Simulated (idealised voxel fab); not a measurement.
Name of the process module below: voxel wiring stack
For reference, the cross-section in this document is cut, with width 205 nm and square cells of 5 nm.
Cross-section, as written here: a square-cell grid given band by band from the top down, where a band holds one or more rows of cells.
Read a band's entry like this: the first values are the height of its top and the height of its bottom in nm, and what follows is the sequence of materials from left to right, each with its width in nm. Note that "empty" is empty space, and that a single material marked "all across" reaches across the band from edge to edge.
All heights in this document are referenced to 0, defined as the level beneath which the wafer, as received, consists entirely of one material. The lowest band is not bounded below; it extends indefinitely downward and is written in the form "top 0, no bottom".
Width "30..40": first value at the band's top row of cells, second value at its bottom row, equal change from row to row.
The cross-section has no changed cell in any step marked "nothing different".
For the entry "Trapped void list", the listed items are empty spaces with no open way to the top whose size is 8 cells or more; each item follows the pattern width x height at distance, where distance is from the left edge and all three are in nm.
Past the settings on a step's line: simulator remark, on that step.
"overlay nm", when on a step's line for a step with a mask, measures how far to the right of its planned place the mask lay; a negative measure means to the left.
Below you will find pairs of cross-sections. In each, one shows the wafer before one process step and the other after it, with the after view ending at the lowest band that changed. Under each pair is the step separating them, along with its settings. Do not assume the pairs form a chain: they can come from different runs of this module on the same starting wafer, and a pair continues from the pair above it only when its "Prior to step" entry says so.

-- Prior to step
	top 0, no bottom: Si all across
	Trapped void list: none

-- Resulting Structure
	top 15, bottom 0: SiO2 all across
	Note: structure below 0 unchanged.
	Trapped void list: none
Name the step between the before and after sections above: CONFORMAL_DEP,material SiO2,thk nm 15

Prior to step: see preceding pair, after cross-section.

-- Resulting Structure
	top 20, bottom 15: TiN all across
	Note: structure below 15 unchanged.
	Trapped void list: none
Name the step between the before and after sections above: DIRECTIONAL_DEP,material TiN,thk nm 5

Prior to step: see preceding pair, after cross-section.

-- Resulting Structure
	top 40, bottom 20: W all across
	Note: structure below 20 unchanged.
	Trapped void list: none
Name the step between the before and after sections above: DIRECTIONAL_DEP,material W,thk nm 20

Prior to step: see preceding pair, after cross-section.

-- Resulting Structure
	top 55, bottom 40: empty (20), resist (30), empty (15), resist (30), empty (15), resist (30), empty (15), resist (30), empty (20)
	Note: structure below 40 unchanged.
	Trapped void list: none
Name the step between the before and after sections above: PATTERN,tone cover,mask id METAL_1,material resist,width nm 30,pitch nm 45,thk nm 15,overlay nm 0

Prior to step: see preceding pair, after cross-section.

-- Resulting Structure
	top 55, bottom 40: empty (20), resist (30), empty (15), resist (30), empty (15), resist (30), empty (15), resist (30), empty (20)
	top 40, bottom 20: empty (20), W (30), empty (15), W (30), empty (15), W (30), empty (15), W (30), empty (20)
	Note: structure below 20 unchanged.
	Trapped void list: none
Name the step between the before and after sections above: DIRECTIONAL_ETCH,etch materials W,depth nm 20

Prior to step: see preceding pair, after cross-section.

-- Resulting Structure
	top 55, bottom 40: empty (20), resist (30), empty (15), resist (30), empty (15), resist (30), empty (15), resist (30), empty (20)
	top 40, bottom 20: empty (20), W (30), empty (15), W (30), empty (15), W (30), empty (15), W (30), empty (20)
	top 20, bottom 15: empty (20), TiN (30), empty (15), TiN (30), empty (15), TiN (30), empty (15), TiN (30), empty (20)
	Note: structure below 15 unchanged.
	Trapped void list: none
Name the step between the before and after sections above: DIRECTIONAL_ETCH,etch materials TiN,depth nm 5

Prior to step: see preceding pair, after cross-section.

-- Resulting Structure
	top 40, bottom 20: empty (20), W (30), empty (15), W (30), empty (15), W (30), empty (15), W (30), empty (20)
	Note: structure below 20 unchanged.
	Trapped void list: none
Name the step between the before and after sections above: STRIP,etch materials resist

Prior to step: see preceding pair, after cross-section.

-- Resulting Structure
	top 50, bottom 40: lowk all across
	top 40, bottom 20: lowk (20), W (30), lowk (15), W (30), lowk (15), W (30), lowk (15), W (30), lowk (20)
	top 20, bottom 15: lowk (20), TiN (30), lowk (15), TiN (30), lowk (15), TiN (30), lowk (15), TiN (30), lowk (20)
	Note: structure below 15 unchanged.
	Trapped void list: none
Name the step between the before and after sections above: FILL_DEP,material lowk,thk nm 10

Prior to step: see preceding pair, after cross-section.

-- Resulting Structure
	top 40, bottom 20: lowk (20), W (30), lowk (15), W (30), lowk (15), W (30), lowk (15), W (30), lowk (20)
	Note: structure below 20 unchanged.
	Trapped void list: none
Name the step between the before and after sections above: CMP,height nm 40

Prior to step: see preceding pair, after cross-section.

-- Resulting Structure
	top 45, bottom 40: SiCN all across
	Note: structure below 40 unchanged.
	Trapped void list: none
Name the step between the before and after sections above: CONFORMAL_DEP,material SiCN,thk nm 5

Prior to step: see preceding pair, after cross-section.

-- Resulting Structure
	top 60, bottom 45: lowk all across
	Note: structure below 45 unchanged.
	Trapped void list: none
Name the step between the before and after sections above: DIRECTIONAL_DEP,material lowk,thk nm 15

Prior to step: see preceding pair, after cross-section.

-- Resulting Structure
	top 75, bottom 60: aC all across
	Note: structure below 60 unchanged.
	Trapped void list: none
Name the step between the before and after sections above: DIRECTIONAL_DEP,material aC,thk nm 15

Prior to step: see preceding pair, after cross-section.

-- Resulting Structure
	top 105, bottom 75: resist (20), empty (15), resist (30), empty (15), resist (30), empty (15), resist (30), empty (15), resist (35)
	Note: structure below 75 unchanged.
	Trapped void list: none
Name the step between the before and after sections above: PATTERN,tone open,mask id PLUG_1,material resist,width nm 15,pitch nm 45,thk nm 30,overlay nm 0

Prior to step: see preceding pair, after cross-section.

-- Resulting Structure
	top 90, bottom 75: resist (20), empty (15), resist (30), empty (15), resist (30), empty (15), resist (30), empty (15), resist (35)
	top 75, bottom 60: aC (20), empty (15), aC (30), empty (15), aC (30), empty (15), aC (30), empty (15), aC (35)
	Note: structure below 60 unchanged.
	Trapped void list: none
Name the step between the before and after sections above: DIRECTIONAL_ETCH,etch materials aC,depth nm 15

Prior to step: see preceding pair, after cross-section.

-- Resulting Structure
	top 75, bottom 60: aC (20), empty (15), aC (30), empty (15), aC (30), empty (15), aC (30), empty (15), aC (35)
	Note: structure below 60 unchanged.
	Trapped void list: none
Name the step between the before and after sections above: STRIP,etch materials resist

Prior to step: see preceding pair, after cross-section.

-- Resulting Structure
	top 75, bottom 60: aC (20), empty (15), aC (30), empty (15), aC (30), empty (15), aC (30), empty (15), aC (35)
	top 60, bottom 45: lowk (20), empty (15), lowk (30), empty (15), lowk (30), empty (15), lowk (30), empty (15), lowk (35)
	Note: structure below 45 unchanged.
	Trapped void list: none
Name the step between the before and after sections above: DIRECTIONAL_ETCH,etch materials lowk,depth nm 15

Prior to step: see preceding pair, after cross-section.

-- Resulting Structure
	top 75, bottom 60: aC (20), empty (15), aC (30), empty (15), aC (30), empty (15), aC (30), empty (15), aC (35)
	top 60, bottom 45: lowk (20), empty (15), lowk (30), empty (15), lowk (30), empty (15), lowk (30), empty (15), lowk (35)
	top 45, bottom 40: SiCN (20), empty (15), SiCN (30), empty (15), SiCN (30), empty (15), SiCN (30), empty (15), SiCN (35)
	Note: structure below 40 unchanged.
	Trapped void list: none
Name the step between the before and after sections above: DIRECTIONAL_ETCH,etch materials SiCN,depth nm 5

Prior to step: see preceding pair, after cross-section.

-- Resulting Structure
	top 60, bottom 45: lowk (20), empty (15), lowk (30), empty (15), lowk (30), empty (15), lowk (30), empty (15), lowk (35)
	Note: structure below 45 unchanged.
	Trapped void list: none
Name the step between the before and after sections above: STRIP,etch materials aC

Prior to step: see preceding pair, after cross-section.

-- Resulting Structure
	top 60, bottom 50: lowk (20), empty (15), lowk (30), empty (15), lowk (30), empty (15), lowk (30), empty (15), lowk (35)
	top 50, bottom 45: lowk (20), Ru (15), lowk (30), Ru (15), lowk (30), Ru (15), lowk (30), Ru (15), lowk (35)
	top 45, bottom 40: SiCN (20), Ru (15), SiCN (30), Ru (15), SiCN (30), Ru (15), SiCN (30), Ru (15), SiCN (35)
	Note: structure below 40 unchanged.
	Trapped void list: none
Name the step between the before and after sections above: EPI,material Ru,thk nm 10

Prior to step: see preceding pair, after cross-section.

-- Resulting Structure
	top 60, bottom 45: lowk (20), Ru (15), lowk (30), Ru (15), lowk (30), Ru (15), lowk (30), Ru (15), lowk (35)
	Note: structure below 45 unchanged.
	Trapped void list: none
Name the step between the before and after sections above: EPI,material Ru,thk nm 10

Prior to step: see preceding pair, after cross-section.

-- Resulting Structure
	top 65, bottom 60: TiN all across
	Note: structure below 60 unchanged.
	Trapped void list: none
Name the step between the before and after sections above: DIRECTIONAL_DEP,material TiN,thk nm 5

Prior to step: see preceding pair, after cross-section.

-- Resulting Structure
	top 90, bottom 65: Ru all across
	Note: structure below 65 unchanged.
	Trapped void list: none
Name the step between the before and after sections above: DIRECTIONAL_DEP,material Ru,thk nm 25

Prior to step: see preceding pair, after cross-section.

-- Resulting Structure
	top 105, bottom 90: empty (20), resist (30), empty (15), resist (30), empty (15), resist (30), empty (15), resist (30), empty (20)
	Note: structure below 90 unchanged.
	Trapped void list: none
Name the step between the before and after sections above: PATTERN,tone cover,mask id METAL_2,material resist,width nm 30,pitch nm 45,thk nm 15,overlay nm 0

Prior to step: see preceding pair, after cross-section.

-- Resulting Structure
	top 105, bottom 90: empty (20), resist (30), empty (15), resist (30), empty (15), resist (30), empty (15), resist (30), empty (20)
	top 90, bottom 65: empty (20), Ru (30), empty (15), Ru (30), empty (15), Ru (30), empty (15), Ru (30), empty (20)
	Note: structure below 65 unchanged.
	Trapped void list: none
Name the step between the before and after sections above: DIRECTIONAL_ETCH,etch materials Ru,depth nm 25

Prior to step: see preceding pair, after cross-section.

-- Resulting Structure
	top 105, bottom 90: empty (20), resist (30), empty (15), resist (30), empty (15), resist (30), empty (15), resist (30), empty (20)
	top 90, bottom 65: empty (20), Ru (30), empty (15), Ru (30), empty (15), Ru (30), empty (15), Ru (30), empty (20)
	top 65, bottom 60: empty (20), TiN (30), empty (15), TiN (30), empty (15), TiN (30), empty (15), TiN (30), empty (20)
	Note: structure below 60 unchanged.
	Trapped void list: none
Name the step between the before and after sections above: DIRECTIONAL_ETCH,etch materials TiN,depth nm 5

Prior to step: see preceding pair, after cross-section.

-- Resulting Structure
	top 90, bottom 65: empty (20), Ru (30), empty (15), Ru (30), empty (15), Ru (30), empty (15), Ru (30), empty (20)
	Note: structure below 65 unchanged.
	Trapped void list: none
Name the step between the before and after sections above: STRIP,etch materials resist

Prior to step: see preceding pair, after cross-section.

-- Resulting Structure
	top 100, bottom 90: SiO2 all across
	top 90, bottom 65: SiO2 (20), Ru (30), SiO2 (15), Ru (30), SiO2 (15), Ru (30), SiO2 (15), Ru (30), SiO2 (20)
	top 65, bottom 60: SiO2 (20), TiN (30), SiO2 (15), TiN (30), SiO2 (15), TiN (30), SiO2 (15), TiN (30), SiO2 (20)
	Note: structure below 60 unchanged.
	Trapped void list: none
Name the step between the before and after sections above: FILL_DEP,material SiO2,thk nm 10

Prior to step: see preceding pair, after cross-section.

-- Resulting Structure
	top 90, bottom 65: SiO2 (20), Ru (30), SiO2 (15), Ru (30), SiO2 (15), Ru (30), SiO2 (15), Ru (30), SiO2 (20)
	Note: structure below 65 unchanged.
	Trapped void list: none
Name the step between the before and after sections above: CMP,height nm 90

Prior to step: see preceding pair, after cross-section.

-- Resulting Structure
	top 95, bottom 90: SiCN all across
	Note: structure below 90 unchanged.
	Trapped void list: none
Name the step between the before and after sections above: CONFORMAL_DEP,material SiCN,thk nm 5

Prior to step: see preceding pair, after cross-section.

-- Resulting Structure
	top 110, bottom 95: SiO2 all across
	Note: structure below 95 unchanged.
	Trapped void list: none
Name the step between the before and after sections above: DIRECTIONAL_DEP,material SiO2,thk nm 15

Prior to step: see preceding pair, after cross-section.

-- Resulting Structure
	top 125, bottom 110: aC all across
	Note: structure below 110 unchanged.
	Trapped void list: none
Name the step between the before and after sections above: DIRECTIONAL_DEP,material aC,thk nm 15

Prior to step: see preceding pair, after cross-section.

-- Resulting Structure
	top 160, bottom 125: resist (20), empty (15), resist (75), empty (15), resist (80)
	Note: structure below 125 unchanged.
	Trapped void list: none
Name the step between the before and after sections above: PATTERN,tone open,mask id PLUG_2,material resist,width nm 15,pitch nm 90,thk nm 35,overlay nm 0

Prior to step: see preceding pair, after cross-section.

-- Resulting Structure
	top 145, bottom 125: resist (20), empty (15), resist (75), empty (15), resist (80)
	top 125, bottom 110: aC (20), empty (15), aC (75), empty (15), aC (80)
	Note: structure below 110 unchanged.
	Trapped void list: none
Name the step between the before and after sections above: DIRECTIONAL_ETCH,etch materials aC,depth nm 15

Prior to step: see preceding pair, after cross-section.

-- Resulting Structure
	top 125, bottom 110: aC (20), empty (15), aC (75), empty (15), aC (80)
	Note: structure below 110 unchanged.
	Trapped void list: none
Name the step between the before and after sections above: STRIP,etch materials resist

Prior to step: see preceding pair, after cross-section.

-- Resulting Structure
	top 125, bottom 110: aC (20), empty (15), aC (75), empty (15), aC (80)
	top 110, bottom 95: SiO2 (20), empty (15), SiO2 (75), empty (15), SiO2 (80)
	Note: structure below 95 unchanged.
	Trapped void list: none
Name the step between the before and after sections above: DIRECTIONAL_ETCH,etch materials SiO2,depth nm 15

Prior to step: see preceding pair, after cross-section.

-- Resulting Structure
	top 125, bottom 110: aC (20), empty (15), aC (75), empty (15), aC (80)
	top 110, bottom 95: SiO2 (20), empty (15), SiO2 (75), empty (15), SiO2 (80)
	top 95, bottom 90: SiCN (20), empty (15), SiCN (75), empty (15), SiCN (80)
	Note: structure below 90 unchanged.
	Trapped void list: none
Name the step between the before and after sections above: DIRECTIONAL_ETCH,etch materials SiCN,depth nm 5

Prior to step: see preceding pair, after cross-section.

-- Resulting Structure
	top 110, bottom 95: SiO2 (20), empty (15), SiO2 (75), empty (15), SiO2 (80)
	Note: structure below 95 unchanged.
	Trapped void list: none
Name the step between the before and after sections above: STRIP,etch materials aC

Prior to step: see preceding pair, after cross-section.

-- Resulting Structure
	top 115, bottom 110: TiN (25), empty (5), TiN (85), empty (5), TiN (85)
	top 110, bottom 95: SiO2 (20), TiN (5), empty (5), TiN (5), SiO2 (75), TiN (5), empty (5), TiN (5), SiO2 (80)
	top 95, bottom 90: SiCN (20), TiN (15), SiCN (75), TiN (15), SiCN (80)
	Note: structure below 90 unchanged.
	Trapped void list: none
Name the step between the before and after sections above: CONFORMAL_DEP,material TiN,thk nm 5

Prior to step: see preceding pair, after cross-section.

-- Resulting Structure
	top 120, bottom 115: Ru all across
	top 115, bottom 110: TiN (25), Ru (5), TiN (85), Ru (5), TiN (85)
	top 110, bottom 95: SiO2 (20), TiN (5), Ru (5), TiN (5), SiO2 (75), TiN (5), Ru (5), TiN (5), SiO2 (80)
	Note: structure below 95 unchanged.
	Trapped void list: none
Name the step between the before and after sections above: FILL_DEP,material Ru,thk nm 5

Prior to step: see preceding pair, after cross-section.

-- Resulting Structure
	top 110, bottom 95: SiO2 (20), TiN (5), Ru (5), TiN (5), SiO2 (75), TiN (5), Ru (5), TiN (5), SiO2 (80)
	Note: structure below 95 unchanged.
	Trapped void list: none
Name the step between the before and after sections above: CMP,height nm 110

Prior to step: see preceding pair, after cross-section.

-- Resulting Structure
	top 115, bottom 110: TiN all across
	Note: structure below 110 unchanged.
	Trapped void list: none
Name the step between the before and after sections above: DIRECTIONAL_DEP,material TiN,thk nm 5

Prior to step: see preceding pair, after cross-section.

-- Resulting Structure
	top 130, bottom 115: Ru all across
	Note: structure below 115 unchanged.
	Trapped void list: none
Name the step between the before and after sections above: DIRECTIONAL_DEP,material Ru,thk nm 15

Prior to step: see preceding pair, after cross-section.

-- Resulting Structure
	top 130, bottom 115: empty (20), Ru (30), empty (15), Ru (30), empty (15), Ru (30), empty (15), Ru (30), empty (20)
	Note: structure below 115 unchanged.
	Trapped void list: none
Name the step between the before and after sections above: MASKED_ETCH,tone cover,mask id METAL_3,width nm 30,pitch nm 45,etch materials Ru,depth nm 15,overlay nm 0

Prior to step: see preceding pair, after cross-section.

-- Resulting Structure
	top 130, bottom 115: empty (20), Ru (30), empty (15), Ru (30), empty (15), Ru (30), empty (15), Ru (30), empty (20)
	top 115, bottom 110: empty (20), TiN (30), empty (15), TiN (30), empty (15), TiN (30), empty (15), TiN (30), empty (20)
	Note: structure below 110 unchanged.
	Trapped void list: none
Name the step between the before and after sections above: MASKED_ETCH,tone cover,mask id METAL_3,width nm 30,pitch nm 45,etch materials TiN,depth nm 5,overlay nm 0

Prior to step: see preceding pair, after cross-section.

-- Resulting Structure
	top 135, bottom 130: empty (15), SiCN (40), empty (5), SiCN (40), empty (5), SiCN (40), empty (5), SiCN (40), empty (15)
	top 130, bottom 115: empty (15), SiCN (5), Ru (30), SiCN (5), empty (5), SiCN (5), Ru (30), SiCN (5), empty (5), SiCN (5), Ru (30), SiCN (5), empty (5), SiCN (5), Ru (30), SiCN (5), empty (15)
	top 115, bottom 110: SiCN (20), TiN (30), SiCN (15), TiN (30), SiCN (15), TiN (30), SiCN (15), TiN (30), SiCN (20)
	Note: structure below 110 unchanged.
	Trapped void list: none
Name the step between the before and after sections above: CONFORMAL_DEP,material SiCN,thk nm 5

Prior to step: see preceding pair, after cross-section.

-- Resulting Structure
	top 140, bottom 135: SiO2 all across
	top 135, bottom 130: SiO2 (15), SiCN (40), SiO2 (5), SiCN (40), SiO2 (5), SiCN (40), SiO2 (5), SiCN (40), SiO2 (15)
	top 130, bottom 115: SiO2 (15), SiCN (5), Ru (30), SiCN (5), SiO2 (5), SiCN (5), Ru (30), SiCN (5), SiO2 (5), SiCN (5), Ru (30), SiCN (5), SiO2 (5), SiCN (5), Ru (30), SiCN (5), SiO2 (15)
	Note: structure below 115 unchanged.
	Trapped void list: none
Name the step between the before and after sections above: FILL_DEP,material SiO2,thk nm 5

Prior to step: see preceding pair, after cross-section.

-- Resulting Structure
	top 130, bottom 115: SiO2 (15), SiCN (5), Ru (30), SiCN (5), SiO2 (5), SiCN (5), Ru (30), SiCN (5), SiO2 (5), SiCN (5), Ru (30), SiCN (5), SiO2 (5), SiCN (5), Ru (30), SiCN (5), SiO2 (15)
	Note: structure below 115 unchanged.
	Trapped void list: none
Name the step between the before and after sections above: CMP,height nm 130

Prior to step: see preceding pair, after cross-section.

-- Resulting Structure
	top 135, bottom 130: SiN all across
	Note: structure below 130 unchanged.
	Trapped void list: none
Name the step between the before and after sections above: CONFORMAL_DEP,material SiN,thk nm 5

-- Prior to step
	top 15, bottom 0: SiO2 all across
	top 0, no bottom: Si all across
	Trapped void list: none

-- Resulting Structure
	top 35, bottom 15: W all across
	Note: structure below 15 unchanged.
	Trapped void list: none
Name the step between the before and after sections above: DIRECTIONAL_DEP,material W,thk nm 20

Prior to step: see preceding pair, after cross-section.

-- Resulting Structure
	top 50, bottom 35: empty (20), resist (30), empty (15), resist (30), empty (15), resist (30), empty (15), resist (30), empty (20)
	Note: structure below 35 unchanged.
	Trapped void list: none
Name the step between the before and after sections above: PATTERN,tone cover,mask id METAL_1,material resist,width nm 30,pitch nm 45,thk nm 15,overlay nm 0

Prior to step: see preceding pair, after cross-section.

-- Resulting Structure
	top 50, bottom 35: empty (20), resist (30), empty (15), resist (30), empty (15), resist (30), empty (15), resist (30), empty (20)
	top 35, bottom 15: empty (20), W (30), empty (15), W (30), empty (15), W (30), empty (15), W (30), empty (20)
	Note: structure below 15 unchanged.
	Trapped void list: none
Name the step between the before and after sections above: DIRECTIONAL_ETCH,etch materials W,depth nm 20

Prior to step: see preceding pair, after cross-section.

-- Resulting Structure
	top 35, bottom 15: empty (20), W (30), empty (15), W (30), empty (15), W (30), empty (15), W (30), empty (20)
	Note: structure below 15 unchanged.
	Trapped void list: none
Name the step between the before and after sections above: STRIP,etch materials resist

Prior to step: see preceding pair, after cross-section.

-- Resulting Structure
	top 45, bottom 35: lowk all across
	top 35, bottom 15: lowk (20), W (30), lowk (15), W (30), lowk (15), W (30), lowk (15), W (30), lowk (20)
	Note: structure below 15 unchanged.
	Trapped void list: none
Name the step between the before and after sections above: FILL_DEP,material lowk,thk nm 10

Prior to step: see preceding pair, after cross-section.

-- Resulting Structure
	top 40, bottom 35: lowk all across
	Note: structure below 35 unchanged.
	Trapped void list: none
Name the step between the before and after sections above: CMP,height nm 40

Prior to step: see preceding pair, after cross-section.

-- Resulting Structure
	top 45, bottom 40: SiCN all across
	Note: structure below 40 unchanged.
	Trapped void list: none
Name the step between the before and after sections above: CONFORMAL_DEP,material SiCN,thk nm 5

Prior to step: see preceding pair, after cross-section.

-- Resulting Structure
	top 60, bottom 45: lowk all across
	Note: structure below 45 unchanged.
	Trapped void list: none
Name the step between the before and after sections above: DIRECTIONAL_DEP,material lowk,thk nm 15

Prior to step: see preceding pair, after cross-section.

-- Resulting Structure
	top 75, bottom 60: aC all across
	Note: structure below 60 unchanged.
	Trapped void list: none
Name the step between the before and after sections above: DIRECTIONAL_DEP,material aC,thk nm 15

Prior to step: see preceding pair, after cross-section.

-- Resulting Structure
	top 105, bottom 75: resist (20), empty (15), resist (30), empty (15), resist (30), empty (15), resist (30), empty (15), resist (35)
	Note: structure below 75 unchanged.
	Trapped void list: none
Name the step between the before and after sections above: PATTERN,tone open,mask id PLUG_1,material resist,width nm 15,pitch nm 45,thk nm 30,overlay nm 0

Prior to step: see preceding pair, after cross-section.

-- Resulting Structure
	top 90, bottom 75: resist (20), empty (15), resist (30), empty (15), resist (30), empty (15), resist (30), empty (15), resist (35)
	top 75, bottom 60: aC (20), empty (15), aC (30), empty (15), aC (30), empty (15), aC (30), empty (15), aC (35)
	Note: structure below 60 unchanged.
	Trapped void list: none
Name the step between the before and after sections above: DIRECTIONAL_ETCH,etch materials aC,depth nm 15

Prior to step: see preceding pair, after cross-section.

-- Resulting Structure
	top 75, bottom 60: aC (20), empty (15), aC (30), empty (15), aC (30), empty (15), aC (30), empty (15), aC (35)
	Note: structure below 60 unchanged.
	Trapped void list: none
Name the step between the before and after sections above: STRIP,etch materials resist

Prior to step: see preceding pair, after cross-section.

-- Resulting Structure
	top 75, bottom 60: aC (20), empty (15), aC (30), empty (15), aC (30), empty (15), aC (30), empty (15), aC (35)
	top 60, bottom 45: lowk (20), empty (15), lowk (30), empty (15), lowk (30), empty (15), lowk (30), empty (15), lowk (35)
	Note: structure below 45 unchanged.
	Trapped void list: none
Name the step between the before and after sections above: DIRECTIONAL_ETCH,etch materials lowk,depth nm 15

Prior to step: see preceding pair, after cross-section.

-- Resulting Structure
	top 75, bottom 60: aC (20), empty (15), aC (30), empty (15), aC (30), empty (15), aC (30), empty (15), aC (35)
	top 60, bottom 45: lowk (20), empty (15), lowk (30), empty (15), lowk (30), empty (15), lowk (30), empty (15), lowk (35)
	top 45, bottom 40: SiCN (20), empty (15), SiCN (30), empty (15), SiCN (30), empty (15), SiCN (30), empty (15), SiCN (35)
	Note: structure below 40 unchanged.
	Trapped void list: none
Name the step between the before and after sections above: DIRECTIONAL_ETCH,etch materials SiCN,depth nm 5

Prior to step: see preceding pair, after cross-section.

-- Resulting Structure
	top 60, bottom 45: lowk (20), empty (15), lowk (30), empty (15), lowk (30), empty (15), lowk (30), empty (15), lowk (35)
	Note: structure below 45 unchanged.
	Trapped void list: none
Name the step between the before and after sections above: STRIP,etch materials aC

Prior to step: see preceding pair, after cross-section.

-- Resulting Structure
	top 65, bottom 60: TiN (20), empty (15), TiN (30), empty (15), TiN (30), empty (15), TiN (30), empty (15), TiN (35)
	top 60, bottom 45: lowk (20), empty (15), lowk (30), empty (15), lowk (30), empty (15), lowk (30), empty (15), lowk (35)
	top 45, bottom 40: SiCN (20), TiN (15), SiCN (30), TiN (15), SiCN (30), TiN (15), SiCN (30), TiN (15), SiCN (35)
	Note: structure below 40 unchanged.
	Trapped void list: none
Name the step between the before and after sections above: DIRECTIONAL_DEP,material TiN,thk nm 5

Prior to step: see preceding pair, after cross-section.

-- Resulting Structure
	top 90, bottom 70: Ru (20), empty (15), Ru (30), empty (15), Ru (30), empty (15), Ru (30), empty (15), Ru (35)
	top 70, bottom 65: Ru all across
	top 65, bottom 60: TiN (20), Ru (15), TiN (30), Ru (15), TiN (30), Ru (15), TiN (30), Ru (15), TiN (35)
	top 60, bottom 45: lowk (20), Ru (15), lowk (30), Ru (15), lowk (30), Ru (15), lowk (30), Ru (15), lowk (35)
	Note: structure below 45 unchanged.
	Trapped void list: none
Name the step between the before and after sections above: DIRECTIONAL_DEP,material Ru,thk nm 25

Prior to step: see preceding pair, after cross-section.

-- Resulting Structure
	top 105, bottom 90: empty (20), resist (30), empty (15), resist (30), empty (15), resist (30), empty (15), resist (30), empty (20)
	top 90, bottom 70: Ru (20), resist (15), Ru (30), resist (15), Ru (30), resist (15), Ru (30), resist (15), Ru (35)
	Note: structure below 70 unchanged.
	Trapped void list: none
Name the step between the before and after sections above: PATTERN,tone cover,mask id METAL_2,material resist,width nm 30,pitch nm 45,thk nm 15,overlay nm 0

Prior to step: see preceding pair, after cross-section.

-- Resulting Structure
	top 105, bottom 90: empty (20), resist (30), empty (15), resist (30), empty (15), resist (30), empty (15), resist (30), empty (20)
	top 90, bottom 70: empty (20), resist (15), Ru (15), empty (15), resist (15), Ru (15), empty (15), resist (15), Ru (15), empty (15), resist (15), Ru (15), empty (20)
	top 70, bottom 65: empty (20), Ru (30), empty (15), Ru (30), empty (15), Ru (30), empty (15), Ru (30), empty (20)
	Note: structure below 65 unchanged.
	Trapped void list: none
Name the step between the before and after sections above: DIRECTIONAL_ETCH,etch materials Ru,depth nm 25

Prior to step: see preceding pair, after cross-section.

-- Resulting Structure
	top 105, bottom 90: empty (20), resist (30), empty (15), resist (30), empty (15), resist (30), empty (15), resist (30), empty (20)
	top 90, bottom 70: empty (20), resist (15), Ru (15), empty (15), resist (15), Ru (15), empty (15), resist (15), Ru (15), empty (15), resist (15), Ru (15), empty (20)
	top 70, bottom 65: empty (20), Ru (30), empty (15), Ru (30), empty (15), Ru (30), empty (15), Ru (30), empty (20)
	top 65, bottom 60: empty (20), Ru (15), TiN (15), empty (15), Ru (15), TiN (15), empty (15), Ru (15), TiN (15), empty (15), Ru (15), TiN (15), empty (20)
	Note: structure below 60 unchanged.
	Trapped void list: none
Name the step between the before and after sections above: DIRECTIONAL_ETCH,etch materials TiN,depth nm 5

Prior to step: see preceding pair, after cross-section.

-- Resulting Structure
	top 90, bottom 70: empty (35), Ru (15), empty (30), Ru (15), empty (30), Ru (15), empty (30), Ru (15), empty (20)
	Note: structure below 70 unchanged.
	Trapped void list: none
Name the step between the before and after sections above: STRIP,etch materials resist

Prior to step: see preceding pair, after cross-section.

-- Resulting Structure
	top 100, bottom 90: SiO2 all across
	top 90, bottom 70: SiO2 (35), Ru (15), SiO2 (30), Ru (15), SiO2 (30), Ru (15), SiO2 (30), Ru (15), SiO2 (20)
	top 70, bottom 65: SiO2 (20), Ru (30), SiO2 (15), Ru (30), SiO2 (15), Ru (30), SiO2 (15), Ru (30), SiO2 (20)
	top 65, bottom 60: SiO2 (20), Ru (15), TiN (15), SiO2 (15), Ru (15), TiN (15), SiO2 (15), Ru (15), TiN (15), SiO2 (15), Ru (15), TiN (15), SiO2 (20)
	Note: structure below 60 unchanged.
	Trapped void list: none
Name the step between the before and after sections above: FILL_DEP,material SiO2,thk nm 10

Prior to step: see preceding pair, after cross-section.

-- Resulting Structure
	top 90, bottom 70: SiO2 (35), Ru (15), SiO2 (30), Ru (15), SiO2 (30), Ru (15), SiO2 (30), Ru (15), SiO2 (20)
	Note: structure below 70 unchanged.
	Trapped void list: none
Name the step between the before and after sections above: CMP,height nm 90

Prior to step: see preceding pair, after cross-section.

-- Resulting Structure
	top 95, bottom 90: SiCN all across
	Note: structure below 90 unchanged.
	Trapped void list: none
Name the step between the before and after sections above: CONFORMAL_DEP,material SiCN,thk nm 5

Prior to step: see preceding pair, after cross-section.

-- Resulting Structure
	top 110, bottom 95: SiO2 all across
	Note: structure below 95 unchanged.
	Trapped void list: none
Name the step between the before and after sections above: DIRECTIONAL_DEP,material SiO2,thk nm 15

Prior to step: see preceding pair, after cross-section.

-- Resulting Structure
	top 125, bottom 110: aC all across
	Note: structure below 110 unchanged.
	Trapped void list: none
Name the step between the before and after sections above: DIRECTIONAL_DEP,material aC,thk nm 15

Prior to step: see preceding pair, after cross-section.

-- Resulting Structure
	top 160, bottom 125: resist (20), empty (15), resist (75), empty (15), resist (80)
	Note: structure below 125 unchanged.
	Trapped void list: none
Name the step between the before and after sections above: PATTERN,tone open,mask id PLUG_2,material resist,width nm 15,pitch nm 90,thk nm 35,overlay nm 0

Prior to step: see preceding pair, after cross-section.

-- Resulting Structure
	top 145, bottom 125: resist (20), empty (15), resist (75), empty (15), resist (80)
	top 125, bottom 110: aC (20), empty (15), aC (75), empty (15), aC (80)
	Note: structure below 110 unchanged.
	Trapped void list: none
Name the step between the before and after sections above: DIRECTIONAL_ETCH,etch materials aC,depth nm 15

Prior to step: see preceding pair, after cross-section.

-- Resulting Structure
	top 125, bottom 110: aC (20), empty (15), aC (75), empty (15), aC (80)
	Note: structure below 110 unchanged.
	Trapped void list: none
Name the step between the before and after sections above: STRIP,etch materials resist

Prior to step: see preceding pair, after cross-section.

-- Resulting Structure
	top 125, bottom 110: aC (20), empty (15), aC (75), empty (15), aC (80)
	top 110, bottom 95: SiO2 (20), empty (15), SiO2 (75), empty (15), SiO2 (80)
	Note: structure below 95 unchanged.
	Trapped void list: none
Name the step between the before and after sections above: DIRECTIONAL_ETCH,etch materials SiO2,depth nm 15

Prior to step: see preceding pair, after cross-section.

-- Resulting Structure
	top 125, bottom 110: aC (20), empty (15), aC (75), empty (15), aC (80)
	top 110, bottom 95: SiO2 (20), empty (15), SiO2 (75), empty (15), SiO2 (80)
	top 95, bottom 90: SiCN (20), empty (15), SiCN (75), empty (15), SiCN (80)
	Note: structure below 90 unchanged.
	Trapped void list: none
Name the step between the before and after sections above: DIRECTIONAL_ETCH,etch materials SiCN,depth nm 5

Prior to step: see preceding pair, after cross-section.

-- Resulting Structure
	top 110, bottom 95: SiO2 (20), empty (15), SiO2 (75), empty (15), SiO2 (80)
	Note: structure below 95 unchanged.
	Trapped void list: none
Name the step between the before and after sections above: STRIP,etch materials aC
